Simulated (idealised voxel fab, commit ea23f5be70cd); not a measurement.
process module | voxel wiring stack
cross-section cut | 245 nm wide | cells 5 nm
A cross-section is a grid of square cells, given in bands from the top down. A band is one or more rows of cells.
Each band's line starts with the height of the band's top and of its bottom, in nm. Then come its materials from left to right, each with its width in nm. One material with "throughout" fills the band from edge to edge. "air" is empty space.
Height 0 is the level under which the wafer as received is all one material. The lowest band goes on downwards, as in "0 down".
A width such as "30 to 40" changes by the same amount from each row of cells to the next, from the band's top row to its bottom row.
"no change" after a step means that no cell of the cross-section changed.
closed voids: empty space of 8 cells or more with no open way to the top, each as width x height at its distance from the left edge, in nm
after a step's settings: what the simulator itself notes on the step
overlay nm, on a step with a mask: how far to the right of its planned place the mask lay; to the left if negative
plan
1 op RECEIVE | material Si
2 op CONFORMAL_DEP | material SiO2 | thk nm 15
3 op DIRECTIONAL_DEP | material TiN | thk nm 5
4 op DIRECTIONAL_DEP | material W | thk nm 25
5 op MASKED_ETCH | tone cover | mask id METAL_1 | width nm 25 | pitch nm 50 | etch materials W | depth nm 25 | overlay nm 0
6 op MASKED_ETCH | tone cover | mask id METAL_1 | width nm 25 | pitch nm 50 | etch materials TiN | depth nm 5 | overlay nm 0
7 op CONFORMAL_DEP | material SiN | thk nm 5
8 op FILL_DEP | material SiO2 | thk nm 5
9 op CMP | height nm 45
10 op CONFORMAL_DEP | material SiCN | thk nm 5
11 op DIRECTIONAL_DEP | material lowk | thk nm 15
12 op DIRECTIONAL_DEP | material aC | thk nm 15
13 op PATTERN | tone open | mask id PLUG_1 | material resist | width nm 15 | thk nm 35 | overlay nm -15
14 op DIRECTIONAL_ETCH | etch materials aC | depth nm 15
15 op STRIP | etch materials resist
16 op DIRECTIONAL_ETCH | etch materials lowk | depth nm 15
17 op DIRECTIONAL_ETCH | etch materials SiCN | depth nm 5
18 op STRIP | etch materials aC
19 op EPI | material Ru | thk nm 10
20 op EPI | material Ru | thk nm 10
21 op DIRECTIONAL_DEP | material TiN | thk nm 5
22 op DIRECTIONAL_DEP | material W | thk nm 20
23 op PATTERN | tone cover | mask id METAL_2 | material resist | width nm 25 | pitch nm 50 | thk nm 15 | overlay nm 0
24 op DIRECTIONAL_ETCH | etch materials W | depth nm 20
25 op DIRECTIONAL_ETCH | etch materials TiN | depth nm 5
26 op STRIP | etch materials resist
27 op CONFORMAL_DEP | material SiCN | thk nm 5
28 op FILL_DEP | material SiO2 | thk nm 5
29 op CMP | height nm 90
30 op CONFORMAL_DEP | material SiCN | thk nm 5
31 op DIRECTIONAL_DEP | material lowk | thk nm 30
32 op MASKED_ETCH | tone open | mask id METAL_3 | width nm 25 | pitch nm 50 | etch materials lowk | depth nm 15 | overlay nm 0
33 op PATTERN | tone open | mask id METAL_3_HOLES | material resist | width nm 15 | thk nm 15 | overlay nm 0
34 op DIRECTIONAL_ETCH | etch materials lowk | depth nm 15
35 op DIRECTIONAL_ETCH | etch materials SiCN | depth nm 5
36 op STRIP | etch materials resist
37 op CONFORMAL_DEP | material TiN | thk nm 5
38 op FILL_DEP | material Cu | thk nm 10
39 op CMP | height nm 125
40 op CONFORMAL_DEP | material SiCN | thk nm 5
varied across the wafers: overlay nm of step 13. The plan shows the first wafer's value. All wafers start alike
first wafer as received, after step 1
  0 down: Si throughout
  closed voids: none
first wafer at the end, after step 40
  130 to 125: SiCN throughout
  125 to 115: lowk 85 | TiN 5 | Cu 15 | TiN 5 | lowk 25 | TiN 5 | Cu 15 | TiN 5 | lowk 85
  115 to 110: lowk 85 | TiN 5 | Cu 5 | TiN 15 | lowk 25 | TiN 25 | lowk 85
  110 to 95: lowk 85 | TiN 5 | Cu 5 | TiN 5 | lowk 145
  95 to 90: SiCN 85 | TiN 15 | SiCN 145
  90 to 70: SiO2 80 | SiCN 5 | W 25 | SiCN 5 | SiO2 15 | SiCN 5 | W 25 | SiCN 5 | SiO2 80
  70 to 65: SiCN 75 | SiO2 5 | SiCN 5 | TiN 25 | SiCN 25 | TiN 25 | SiCN 85
  65 to 50: lowk 70 | SiCN 5 | SiO2 5 | SiCN 5 | lowk 160
  50 to 45: SiCN throughout
  45 to 20: SiO2 80 | SiN 5 | W 25 | SiN 5 | SiO2 15 | SiN 5 | W 25 | SiN 5 | SiO2 80
  20 to 15: SiN 85 | TiN 25 | SiN 25 | TiN 25 | SiN 85
  15 to 0: SiO2 throughout
  0 down: Si throughout
  closed voids: none
last wafer at the end
  130 to 125: SiCN throughout
  125 to 115: lowk 85 | TiN 5 | Cu 15 | TiN 5 | lowk 25 | TiN 5 | Cu 15 | TiN 5 | lowk 85
  115 to 110: lowk 85 | TiN 5 | Cu 5 | TiN 15 | lowk 25 | TiN 25 | lowk 85
  110 to 95: lowk 85 | TiN 5 | Cu 5 | TiN 5 | lowk 145
  95 to 90: SiCN 85 | TiN 15 | SiCN 145
  90 to 70: SiO2 80 | SiCN 5 | W 25 | SiCN 5 | SiO2 15 | SiCN 5 | W 25 | SiCN 5 | SiO2 80
  70 to 65: SiCN 85 | TiN 25 | SiCN 25 | TiN 25 | SiCN 85
  65 to 50: lowk 100 | Ru 15 | lowk 130
  50 to 45: SiCN 100 | Ru 15 | SiCN 130
  45 to 20: SiO2 80 | SiN 5 | W 25 | SiN 5 | SiO2 15 | SiN 5 | W 25 | SiN 5 | SiO2 80
  20 to 15: SiN 85 | TiN 25 | SiN 25 | TiN 25 | SiN 85
  15 to 0: SiO2 throughout
  0 down: Si throughout
  closed voids: none
each wafer at the end: cells of each material gained (+) or lost (-) since it was received, then its closed voids
overlay nm -15 | +16 Cu | +204 SiCN | +59 SiN | +466 SiO2 | +46 TiN | +90 W | +393 lowk | closed voids: none
overlay nm -10 | +16 Cu | +12 Ru | +196 SiCN | +59 SiN | +462 SiO2 | +46 TiN | +90 W | +393 lowk | closed voids: none
overlay nm -5 | +16 Cu | +12 Ru | +196 SiCN | +59 SiN | +462 SiO2 | +46 TiN | +90 W | +393 lowk | closed voids: none
overlay nm 0 | +16 Cu | +12 Ru | +196 SiCN | +59 SiN | +462 SiO2 | +46 TiN | +90 W | +393 lowk | closed voids: none
overlay nm 5 | +16 Cu | +12 Ru | +196 SiCN | +59 SiN | +462 SiO2 | +46 TiN | +90 W | +393 lowk | closed voids: none
overlay nm 10 | +16 Cu | +12 Ru | +196 SiCN | +59 SiN | +462 SiO2 | +46 TiN | +90 W | +393 lowk | closed voids: none
overlay nm 15 | +16 Cu | +12 Ru | +196 SiCN | +59 SiN | +462 SiO2 | +46 TiN | +90 W | +393 lowk | closed voids: none
